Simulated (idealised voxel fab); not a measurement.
The process module presented herein is designated voxel local oxidation.
Each square cell in cross-section cut measures 5 nm, and the section as a whole is 230 nm wide.
The cross-sections in this document take the form of a grid made of square cells. They are written out as bands, in order from top to bottom. Each band consists of one or more rows of cells.
Heads up on the band format: heights come first, top then bottom, in nm. After that it's the materials left to right, each with its width in nm. A single material flagged "all across" fills the whole band edge to edge, and "empty" means there's empty space there.
Height datum 0, below which the as-received substrate wafer is one material. Lowest band open at the bottom, running downward: "0 nm and below".
Width spec "30 to 40" -> top row of cells at first value, bottom row at second value, equal per-row change in between.
Given "remains unaltered" for a step, no cell of the cross-section differs between before and after that step.
"Sealed internal voids" lists enclosed empty spaces (at least 8 cells, no open path upward to the top), each as width x height at distance from the left edge, in nm.
Formally, on a step line, whatever follows the settings is a remark that the simulator itself makes on the step.
overlay nm: step with mask; distance mask lay right of planned place; negative value = left of planned place.

SET OUT BELOW ARE THE PLANNED STEPS OF THE PROCESS
1 RECEIVE, material Si
2 CONFORMAL_DEP, material SiO2, thk nm 5
3 CONFORMAL_DEP, material SiN, thk nm 10
4 PATTERN, tone cover, mask id ACTIVE, material resist, width nm 110, thk nm 20, overlay nm 0
5 DIRECTIONAL_ETCH, etch materials SiN, depth nm 10
6 STRIP, etch materials resist
7 SELECTIVE_ETCH, etch materials SiO2, depth nm 5
8 OXIDIZE, depth nm 10
9 STRIP, etch materials SiN

RUN AS PLANNED: FIRST OF TWO WAFERS

INCOMING WAFER IN CROSS-SECTION (STATE: AFTER STEP 1)
0 nm and below  Si all across
Sealed internal voids: none

CROSS-SECTION THROUGH THE WAFER, STEP 2 FINISHED
5 nm to 0 nm  SiO2 all across
Below 0, no change.

CROSS-SECTION THROUGH THE WAFER, STEP 3 FINISHED
15 nm to 5 nm  SiN all across
Below 5, no change.

CROSS-SECTION THROUGH THE WAFER, STEP 4 FINISHED
35 nm to 15 nm  empty 60; resist 110; empty 60
Below 15, no change.

CROSS-SECTION THROUGH THE WAFER, STEP 5 FINISHED
35 nm to 15 nm  empty 60; resist 110; empty 60
15 nm to 5 nm  empty 60; SiN 110; empty 60
Below 5, no change.

CROSS-SECTION THROUGH THE WAFER, STEP 6 FINISHED
15 nm to 5 nm  empty 60; SiN 110; empty 60
Below 5, no change.

CROSS-SECTION THROUGH THE WAFER, STEP 7 FINISHED
15 nm to 5 nm  empty 60; SiN 110; empty 60
5 nm to 0 nm  empty 65; SiO2 100; empty 65
Below 0, no change.

CROSS-SECTION THROUGH THE WAFER, STEP 8 FINISHED
15 nm to 5 nm  empty 60; SiN 110; empty 60
5 nm to 0 nm  empty 65; SiO2 100; empty 65
0 nm to -10 nm  SiO2 75; Si 80; SiO2 75
Below -10, no change.

CROSS-SECTION THROUGH THE WAFER, STEP 9 FINISHED
5 nm to 0 nm  empty 65; SiO2 100; empty 65
Below 0, no change.

SECOND WAFER: SAME START AND SAME PLAN AS THE FIRST, ONE EXECUTION ERROR; IDENTICAL TO THE FIRST THROUGH STEP 1

At the planned end of step 2, the second wafer in cross-section: remains unaltered

AT THE PLANNED END OF STEP 3, THE SECOND WAFER IN CROSS-SECTION
10 nm to 0 nm  SiN all across
Below 0, no change.

AT THE PLANNED END OF STEP 4, THE SECOND WAFER IN CROSS-SECTION
30 nm to 10 nm  empty 60; resist 110; empty 60
Below 10, no change.

AT THE PLANNED END OF STEP 5, THE SECOND WAFER IN CROSS-SECTION
30 nm to 10 nm  empty 60; resist 110; empty 60
10 nm to 0 nm  empty 60; SiN 110; empty 60
Below 0, no change.

AT THE PLANNED END OF STEP 6, THE SECOND WAFER IN CROSS-SECTION
10 nm to 0 nm  empty 60; SiN 110; empty 60
Below 0, no change.

At the planned end of step 7, the second wafer in cross-section: remains unaltered

AT THE PLANNED END OF STEP 8, THE SECOND WAFER IN CROSS-SECTION
10 nm to 0 nm  empty 60; SiN 110; empty 60
0 nm to -10 nm  SiO2 70; Si 90; SiO2 70
Below -10, no change.

AT THE PLANNED END OF STEP 9, THE SECOND WAFER IN CROSS-SECTION
0 nm to -10 nm  SiO2 70; Si 90; SiO2 70
Below -10, no change.
So what did we get wrong on this run? step 2 of the plan got skipped, so it never ran
The final cell counts differ between the wafers, with the second having more or fewer of some materials than the first: 4 more of Si; 24 fewer of SiO2
